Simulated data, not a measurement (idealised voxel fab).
The following process module bears the name voxel trench capacitor.
Square cells of 5 nm make up the cross-section cut, whose width is 265 nm.
Cross-section format: a grid of square cells, given as bands from top to bottom; each band is one or more rows of cells.
Top height, bottom height, nm. Materials left to right, width each, nm. Single material + "full width" = fills band edge to edge. "empty" = empty.
The reference from which all heights are counted is 0, the level beneath which the as-received wafer is entirely one material; the lowest band, having no lower bound, proceeds downward and is written after the example "from 0 down".
Note: "30..40" means the width goes from the first number (top row of the band) to the second number (bottom row) in equal steps per row of cells.
What does "no change occurred" mean for a step? It means no cell of the cross-section changed in that step.
"Non-vented voids" lists enclosed empty spaces (at least 8 cells, no open path upward to the top), each as width x height at distance from the left edge, in nm.
Past the settings on a step's line: simulator remark, on that step.
A step's line can hold "overlay nm"; with a mask on that step, the setting says how far right of the planned place the mask lay, while a negative setting says it lay to the left.
-- The process steps that were planned are listed below
1,RECEIVE, material Si
2,CONFORMAL_DEP, material SiN, thk nm 5
3,MASKED_ETCH, tone open, mask id TRENCH, width nm 30, pitch nm 55, etch materials SiN, depth nm 5, overlay nm 0
4,MASKED_ETCH, tone open, mask id TRENCH, width nm 30, pitch nm 55, etch materials Si, depth nm 25, overlay nm 0
5,CONFORMAL_DEP, material HfO2, thk nm 5
6,CONFORMAL_DEP, material TiN, thk nm 5
7,FILL_DEP, material W, thk nm 5
8,CMP, height nm 5
-- The first of the two wafers, which ran as planned
-- Cross-section of the wafer as it came to us, i.e., already through step 1
from 0 down | Si full width
Non-vented voids: none
-- Presented here is a cross-section of the wafer after step 2 has been performed
from 5 to 0 | SiN full width
Heights below 0 show no change.
-- Presented here is a cross-section of the wafer after step 3 has been performed
from 5 to 0 | SiN (60), then empty (30), then SiN (25), then empty (30), then SiN (25), then empty (30), then SiN (65)
Heights below 0 show no change.
-- Presented here is a cross-section of the wafer after step 4 has been performed
from 5 to 0 | SiN (60), then empty (30), then SiN (25), then empty (30), then SiN (25), then empty (30), then SiN (65)
from 0 to -25 | Si (60), then empty (30), then Si (25), then empty (30), then Si (25), then empty (30), then Si (65)
Heights below -25 show no change.
-- Presented here is a cross-section of the wafer after step 5 has been performed
from 10 to 5 | HfO2 (65), then empty (20), then HfO2 (35), then empty (20), then HfO2 (35), then empty (20), then HfO2 (70)
from 5 to 0 | SiN (60), then HfO2 (5), then empty (20), then HfO2 (5), then SiN (25), then HfO2 (5), then empty (20), then HfO2 (5), then SiN (25), then HfO2 (5), then empty (20), then HfO2 (5), then SiN (65)
from 0 to -20 | Si (60), then HfO2 (5), then empty (20), then HfO2 (5), then Si (25), then HfO2 (5), then empty (20), then HfO2 (5), then Si (25), then HfO2 (5), then empty (20), then HfO2 (5), then Si (65)
from -20 to -25 | Si (60), then HfO2 (30), then Si (25), then HfO2 (30), then Si (25), then HfO2 (30), then Si (65)
Heights below -25 show no change.
-- Presented here is a cross-section of the wafer after step 6 has been performed
from 15 to 10 | TiN (70), then empty (10), then TiN (45), then empty (10), then TiN (45), then empty (10), then TiN (75)
from 10 to 5 | HfO2 (65), then TiN (5), then empty (10), then TiN (5), then HfO2 (35), then TiN (5), then empty (10), then TiN (5), then HfO2 (35), then TiN (5), then empty (10), then TiN (5), then HfO2 (70)
from 5 to 0 | SiN (60), then HfO2 (5), then TiN (5), then empty (10), then TiN (5), then HfO2 (5), then SiN (25), then HfO2 (5), then TiN (5), then empty (10), then TiN (5), then HfO2 (5), then SiN (25), then HfO2 (5), then TiN (5), then empty (10), then TiN (5), then HfO2 (5), then SiN (65)
from 0 to -15 | Si (60), then HfO2 (5), then TiN (5), then empty (10), then TiN (5), then HfO2 (5), then Si (25), then HfO2 (5), then TiN (5), then empty (10), then TiN (5), then HfO2 (5), then Si (25), then HfO2 (5), then TiN (5), then empty (10), then TiN (5), then HfO2 (5), then Si (65)
from -15 to -20 | Si (60), then HfO2 (5), then TiN (20), then HfO2 (5), then Si (25), then HfO2 (5), then TiN (20), then HfO2 (5), then Si (25), then HfO2 (5), then TiN (20), then HfO2 (5), then Si (65)
Heights below -20 show no change.
-- Presented here is a cross-section of the wafer after step 7 has been performed
from 20 to 15 | W full width
from 15 to 10 | TiN (70), then W (10), then TiN (45), then W (10), then TiN (45), then W (10), then TiN (75)
from 10 to 5 | HfO2 (65), then TiN (5), then W (10), then TiN (5), then HfO2 (35), then TiN (5), then W (10), then TiN (5), then HfO2 (35), then TiN (5), then W (10), then TiN (5), then HfO2 (70)
from 5 to 0 | SiN (60), then HfO2 (5), then TiN (5), then W (10), then TiN (5), then HfO2 (5), then SiN (25), then HfO2 (5), then TiN (5), then W (10), then TiN (5), then HfO2 (5), then SiN (25), then HfO2 (5), then TiN (5), then W (10), then TiN (5), then HfO2 (5), then SiN (65)
from 0 to -15 | Si (60), then HfO2 (5), then TiN (5), then W (10), then TiN (5), then HfO2 (5), then Si (25), then HfO2 (5), then TiN (5), then W (10), then TiN (5), then HfO2 (5), then Si (25), then HfO2 (5), then TiN (5), then W (10), then TiN (5), then HfO2 (5), then Si (65)
Heights below -15 show no change.
-- Presented here is a cross-section of the wafer after step 8 has been performed
from 5 to 0 | SiN (60), then HfO2 (5), then TiN (5), then W (10), then TiN (5), then HfO2 (5), then SiN (25), then HfO2 (5), then TiN (5), then W (10), then TiN (5), then HfO2 (5), then SiN (25), then HfO2 (5), then TiN (5), then W (10), then TiN (5), then HfO2 (5), then SiN (65)
Heights below 0 show no change.
-- The remaining wafer, second of the two, started like the first and was run to the same plan, except that one mistake was made along the way; the two coincide through step 2, inclusive
-- The second wafer cut through, at the time step 3 was supposed to be finished
from 5 to 0 | empty (60), then SiN (30), then empty (25), then SiN (30), then empty (25), then SiN (30), then empty (65)
Heights below 0 show no change.
The second wafer cut through, at the time step 4 was supposed to be finished: no change occurred
-- The second wafer cut through, at the time step 5 was supposed to be finished
from 10 to 5 | empty (55), then HfO2 (40), then empty (15), then HfO2 (40), then empty (15), then HfO2 (40), then empty (60)
from 5 to 0 | HfO2 (60), then SiN (30), then HfO2 (25), then SiN (30), then HfO2 (25), then SiN (30), then HfO2 (65)
Heights below 0 show no change.
-- The second wafer cut through, at the time step 6 was supposed to be finished
from 15 to 10 | empty (50), then TiN (50), then empty (5), then TiN (50), then empty (5), then TiN (50), then empty (55)
from 10 to 5 | TiN (55), then HfO2 (40), then TiN (15), then HfO2 (40), then TiN (15), then HfO2 (40), then TiN (60)
Heights below 5 show no change.
-- The second wafer cut through, at the time step 7 was supposed to be finished
from 20 to 15 | W full width
from 15 to 10 | W (50), then TiN (50), then W (5), then TiN (50), then W (5), then TiN (50), then W (55)
Heights below 10 show no change.
-- The second wafer cut through, at the time step 8 was supposed to be finished
from 5 to 0 | HfO2 (60), then SiN (30), then HfO2 (25), then SiN (30), then HfO2 (25), then SiN (30), then HfO2 (65)
Heights below 0 show no change.
Short version of what went wrong: the process deviated at step 3: the operation and settings actually run there were MASKED_ETCH, tone cover, mask id TRENCH, width nm 30, pitch nm 55, etch materials SiN, depth nm 5, overlay nm 0
End check, counted in cells, second wafer has more or fewer of these materials than the first: -13 HfO2, +90 Si, -17 SiN, -36 TiN, -24 W
